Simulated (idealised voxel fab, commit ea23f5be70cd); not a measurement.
Name of the process module below: voxel ribs on slabs
cross-section cut | 215 nm wide | cells 5 nm
Cross-section layout: square cells on a grid; listed as bands, top to bottom; a band spans one or more cell rows. Each band's line starts with the height of the band's top and of its bottom, in nm. Then come its materials from left to right, each with its width in nm. One material with "everywhere" fills the band from edge to edge. "air" is empty space. A quick word on heights: they are counted from 0, and under that level the wafer as it came to us is one material throughout. The lowest band is different from the rest in having no bottom; it simply continues downward, written as in "0 down". Graded width ("30..40"): value in top row of band = first number; value in bottom row = second number; row-to-row change constant. The designation "no alterations made", where it is given for a processing step, indicates that no cell of the cross-section was altered in the course of that step. "Trapped voids": sealed empty spaces, 8 cells or more, no open way to top, listed width x height at distance, with distance from the left edge and width, height and distance in nm. after a step's settings: what the simulator itself notes on the step. The line of a step may include "overlay nm". On a step with a mask, this value is how far to the right of its planned place the mask lay. A negative value means the mask lay to the left.

## Planned process steps
1 RECEIVE,material Si
2 DIRECTIONAL_DEP,material SiO2,thk nm 25
3 DIRECTIONAL_DEP,material SiN,thk nm 15
4 PATTERN,tone cover,mask id RIB,material resist,width nm 25,thk nm 15,overlay nm 0
5 DIRECTIONAL_ETCH,etch materials SiN,depth nm 5
6 STRIP,etch materials resist
7 PATTERN,tone cover,mask id SLAB,material resist,width nm 55,thk nm 15,overlay nm 0
8 DIRECTIONAL_ETCH,etch materials SiN,depth nm 10
9 STRIP,etch materials resist
10 FILL_DEP,material SiO2,thk nm 25
11 CMP,height nm 60
12 DIRECTIONAL_DEP,material TiN,thk nm 10
13 DIRECTIONAL_DEP,material aC,thk nm 15
14 PATTERN,tone cover,mask id HEATER,material resist,width nm 35,thk nm 35,overlay nm 0
15 DIRECTIONAL_ETCH,etch materials aC,depth nm 15
16 STRIP,etch materials resist
17 DIRECTIONAL_ETCH,etch materials TiN,depth nm 10
18 STRIP,etch materials aC
19 CONFORMAL_DEP,material SiO2,thk nm 10

## As-received wafer cross-section (after step 1)
- 0 down = Si everywhere
- Trapped voids: none

## The first of two wafers, cross-sectioned at the end of the module, with the run proceeding as planned
- 80 to 70 = air: 80 / SiO2: 55 / air: 80
- 70 to 60 = SiO2: 90 / TiN: 35 / SiO2: 90
- 60 to 40 = SiO2 everywhere
- 40 to 35 = SiO2: 95 / SiN: 25 / SiO2: 95
- 35 to 25 = SiO2: 80 / SiN: 55 / SiO2: 80
- 25 to 0 = SiO2 everywhere
- 0 down = Si everywhere
- Trapped voids: none

## Second wafer through the module, sectioned at the end: same beginning and same plan as the first wafer, with one mistake in carrying it out
- 80 to 70 = air: 70 / SiO2: 55 / air: 90
- 70 to 60 = SiO2: 80 / TiN: 35 / SiO2: 100
- 60 to 40 = SiO2 everywhere
- 40 to 35 = SiO2: 95 / SiN: 25 / SiO2: 95
- 35 to 25 = SiO2: 80 / SiN: 55 / SiO2: 80
- 25 to 0 = SiO2 everywhere
- 0 down = Si everywhere
- Trapped voids: none
what went wrong: the process deviated at step 14: the operation and settings actually run there were PATTERN,tone cover,mask id HEATER,material resist,width nm 35,thk nm 35,overlay nm -10
At the close, every material occupies the same number of cells on the second wafer as on the first, only in different positions.
